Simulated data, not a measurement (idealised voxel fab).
process module | voxel capacitor over wiring
cross-section cut | 185 nm wide | cells 5 nm
A cross-section is a grid of square cells, given in bands from the top down. A band is one or more rows of cells.
Each band's line starts with the height of the band's top and of its bottom, in nm. Then come its materials from left to right, each with its width in nm. One material with "throughout" fills the band from edge to edge. "air" is empty space.
Height 0 is the level under which the wafer as received is all one material. The lowest band goes on downwards, as in "0 down".
A width such as "30 to 40" changes by the same amount from each row of cells to the next, from the band's top row to its bottom row.
"no change" after a step means that no cell of the cross-section changed.
closed voids: empty space of 8 cells or more with no open way to the top, each as width x height at its distance from the left edge, in nm
after a step's settings: what the simulator itself notes on the step
overlay nm, on a step with a mask: how far to the right of its planned place the mask lay; to the left if negative
plan
1 op RECEIVE | material Si
2 op CONFORMAL_DEP | material SiO2 | thk nm 15
3 op DIRECTIONAL_DEP | material TiN | thk nm 5
4 op DIRECTIONAL_DEP | material Ru | thk nm 15
5 op MASKED_ETCH | tone cover | mask id METAL_1 | width nm 30 | pitch nm 100 | etch materials Ru | depth nm 15 | overlay nm 0
6 op MASKED_ETCH | tone cover | mask id METAL_1 | width nm 30 | pitch nm 100 | etch materials TiN | depth nm 5 | overlay nm 0
7 op FILL_DEP | material SiO2 | thk nm 5
8 op CMP | height nm 35
9 op CONFORMAL_DEP | material SiCN | thk nm 5
10 op DIRECTIONAL_DEP | material lowk | thk nm 15
11 op DIRECTIONAL_DEP | material aC | thk nm 15
12 op PATTERN | tone open | mask id PLUG_1 | material resist | width nm 15 | thk nm 35 | overlay nm 0
13 op DIRECTIONAL_ETCH | etch materials aC | depth nm 15
14 op STRIP | etch materials resist
15 op DIRECTIONAL_ETCH | etch materials lowk | depth nm 15
16 op DIRECTIONAL_ETCH | etch materials SiCN | depth nm 5
17 op STRIP | etch materials aC
18 op CONFORMAL_DEP | material TiN | thk nm 5
19 op FILL_DEP | material Cu | thk nm 5
20 op CMP | height nm 55
21 op DIRECTIONAL_DEP | material TiN | thk nm 5
22 op DIRECTIONAL_DEP | material HfO2 | thk nm 5
23 op DIRECTIONAL_DEP | material TiN | thk nm 5
24 op DIRECTIONAL_DEP | material aC | thk nm 10
25 op PATTERN | tone cover | mask id UPPER_PLATE | material resist | width nm 75 | thk nm 30 | overlay nm 0
26 op DIRECTIONAL_ETCH | etch materials aC | depth nm 10
27 op STRIP | etch materials resist
28 op DIRECTIONAL_ETCH | etch materials TiN | depth nm 5
29 op DIRECTIONAL_ETCH | etch materials HfO2 | depth nm 5
30 op STRIP | etch materials aC
31 op DIRECTIONAL_DEP | material aC | thk nm 15
32 op PATTERN | tone cover | mask id LOWER_PLATE | material resist | width nm 85 | thk nm 30 | overlay nm 0
33 op DIRECTIONAL_ETCH | etch materials aC | depth nm 15
34 op STRIP | etch materials resist
35 op DIRECTIONAL_ETCH | etch materials TiN | depth nm 10
36 op STRIP | etch materials aC
37 op FILL_DEP | material SiO2 | thk nm 20
38 op CMP | height nm 90
39 op MASKED_ETCH | tone open | mask id PLUG_2 | width nm 15 | etch materials SiO2 | depth nm 15 | overlay nm 0
40 op CONFORMAL_DEP | material TiN | thk nm 5
41 op FILL_DEP | material Ru | thk nm 5
42 op CMP | height nm 90
43 op CONFORMAL_DEP | material SiCN | thk nm 5
varied across the wafers: thk nm of step 21. The plan shows the first wafer's value. All wafers start alike
first wafer as received, after step 1
  0 down: Si throughout
  closed voids: none
first wafer at the end, after step 43
  95 to 90: SiCN throughout
  90 to 80: SiO2 50 | TiN 5 | Ru 5 | TiN 5 | SiO2 120
  80 to 75: SiO2 50 | TiN 15 | SiO2 120
  75 to 70: SiO2 throughout
  70 to 65: SiO2 40 | TiN 75 | SiO2 70
  65 to 60: SiO2 40 | HfO2 75 | SiO2 70
  60 to 55: SiO2 35 | TiN 85 | SiO2 65
  55 to 40: lowk 40 | TiN 5 | Cu 5 | TiN 5 | lowk 130
  40 to 35: SiCN 40 | TiN 15 | SiCN 130
  35 to 20: SiO2 25 | Ru 30 | SiO2 70 | Ru 30 | SiO2 30
  20 to 15: SiO2 25 | TiN 30 | SiO2 70 | TiN 30 | SiO2 30
  15 to 0: SiO2 throughout
  0 down: Si throughout
  closed voids: none
last wafer at the end
  95 to 90: SiCN throughout
  90 to 85: SiO2 40 | TiN 75 | SiO2 70
  85 to 80: SiO2 40 | HfO2 75 | SiO2 70
  80 to 70: SiO2 35 | TiN 85 | SiO2 65
  70 to 55: TiN throughout
  55 to 40: lowk 40 | TiN 5 | Cu 5 | TiN 5 | lowk 130
  40 to 35: SiCN 40 | TiN 15 | SiCN 130
  35 to 20: SiO2 25 | Ru 30 | SiO2 70 | Ru 30 | SiO2 30
  20 to 15: SiO2 25 | TiN 30 | SiO2 70 | TiN 30 | SiO2 30
  15 to 0: SiO2 throughout
  0 down: Si throughout
  closed voids: none
each wafer at the end: cells of each material gained (+) or lost (-) since it was received, then its closed voids
thk nm 5 | +3 Cu | +15 HfO2 | +38 Ru | +71 SiCN | +414 SiO2 | +60 TiN | +102 lowk | closed voids: none
thk nm 10 | +3 Cu | +15 HfO2 | +38 Ru | +71 SiCN | +397 SiO2 | +77 TiN | +102 lowk | closed voids: none
thk nm 15 | +3 Cu | +15 HfO2 | +37 Ru | +71 SiCN | +363 SiO2 | +112 TiN | +102 lowk | closed voids: none
thk nm 20 | +3 Cu | +15 HfO2 | +36 Ru | +71 SiCN | +329 SiO2 | +147 TiN | +102 lowk | closed voids: none
thk nm 25 | +3 Cu | +15 HfO2 | +36 Ru | +71 SiCN | +295 SiO2 | +181 TiN | +102 lowk | closed voids: none
